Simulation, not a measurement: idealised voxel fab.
Process module name: voxel lift off
Square cells of 5 nm make up the cross-section cut, whose width is 195 nm.
Throughout this document, each cross-section is represented as a grid of square cells and is presented as a sequence of bands enumerated from the top downward, where a band comprises one or more rows of cells.
This entry defines a band. It first specifies the height of the band's top and the height of its bottom in nm, and then specifies the band's materials from left to right, stating each material with its width in nm. The word "edge to edge" identifies a single material that fills the band from edge to edge, while the word "blank" identifies empty space.
Note: height 0 marks the level under which the wafer is uniformly one material as received. Lowest band unbounded below, written "0 and below".
The width entry "30 to 40" should be interpreted row by row: the top row of cells in the band takes the first number, the bottom row takes the second number, and the change between adjacent rows is uniform throughout.
A step reported as "nothing got changed" is a step in which no cell of the cross-section changed.
This entry, "Enclosed void inventory", enumerates those empty regions of no fewer than 8 cells that possess no open connection to the top. Each region is reported in the form width x height at distance, the distance being taken from the left edge, with all three quantities expressed in nm.
Formally, on a step line, whatever follows the settings is a remark that the simulator itself makes on the step.
overlay nm: for a step with a mask, the amount by which the mask lay right of where it was planned; a negative amount means left of it.
-- Planned step list for the process
1) RECEIVE [material Si]
2) CONFORMAL_DEP [material Al2O3] [thk nm 5]
3) PATTERN [tone open] [mask id LINES] [material resist] [width nm 15] [pitch nm 50] [thk nm 30] [overlay nm 0]
4) DIRECTIONAL_DEP [material Ru] [thk nm 15]
5) STRIP [etch materials resist]
6) CONFORMAL_DEP [material SiN] [thk nm 10]
All wafers enter the flow in the same state. The width nm at step 3 differs from wafer to wafer, and the plan gives the value for the first wafer.
-- Here's the first of the wafers in cross-section, just as we got it, i.e. after step 1
> 0 and below: Si edge to edge
> Enclosed void inventory: none
-- First of several wafers, sectioned at end of module (last step: step 6)
> 30 down to 20: 30 nm blank, then 35 nm SiN, then 15 nm blank, then 35 nm SiN, then 15 nm blank, then 35 nm SiN, then 30 nm blank
> 20 down to 15: 30 nm blank, then 10 nm SiN, then 15 nm Ru, then 10 nm SiN, then 15 nm blank, then 10 nm SiN, then 15 nm Ru, then 10 nm SiN, then 15 nm blank, then 10 nm SiN, then 15 nm Ru, then 10 nm SiN, then 30 nm blank
> 15 down to 5: 40 nm SiN, then 15 nm Ru, then 35 nm SiN, then 15 nm Ru, then 35 nm SiN, then 15 nm Ru, then 40 nm SiN
> 5 down to 0: Al2O3 edge to edge
> 0 and below: Si edge to edge
> Enclosed void inventory: none
-- last wafer at the end
> 30 down to 20: 20 nm blank, then 155 nm SiN, then 20 nm blank
> 20 down to 15: 20 nm blank, then 10 nm SiN, then 35 nm Ru, then 15 nm SiN, then 35 nm Ru, then 15 nm SiN, then 35 nm Ru, then 10 nm SiN, then 20 nm blank
> 15 down to 5: 30 nm SiN, then 35 nm Ru, then 15 nm SiN, then 35 nm Ru, then 15 nm SiN, then 35 nm Ru, then 30 nm SiN
> 5 down to 0: Al2O3 edge to edge
> 0 and below: Si edge to edge
> Enclosed void inventory: none
-- Wafer rows, end of module: cells per material gained (+) or lost (-) since receipt; closed voids last
width nm 15; +39 Al2O3; +27 Ru; +114 SiN; Enclosed void inventory: none
width nm 20; +39 Al2O3; +36 Ru; +114 SiN; Enclosed void inventory: none
width nm 25; +39 Al2O3; +45 Ru; +114 SiN; Enclosed void inventory: none
width nm 30; +39 Al2O3; +54 Ru; +114 SiN; Enclosed void inventory: none
width nm 35; +39 Al2O3; +63 Ru; +108 SiN; Enclosed void inventory: none
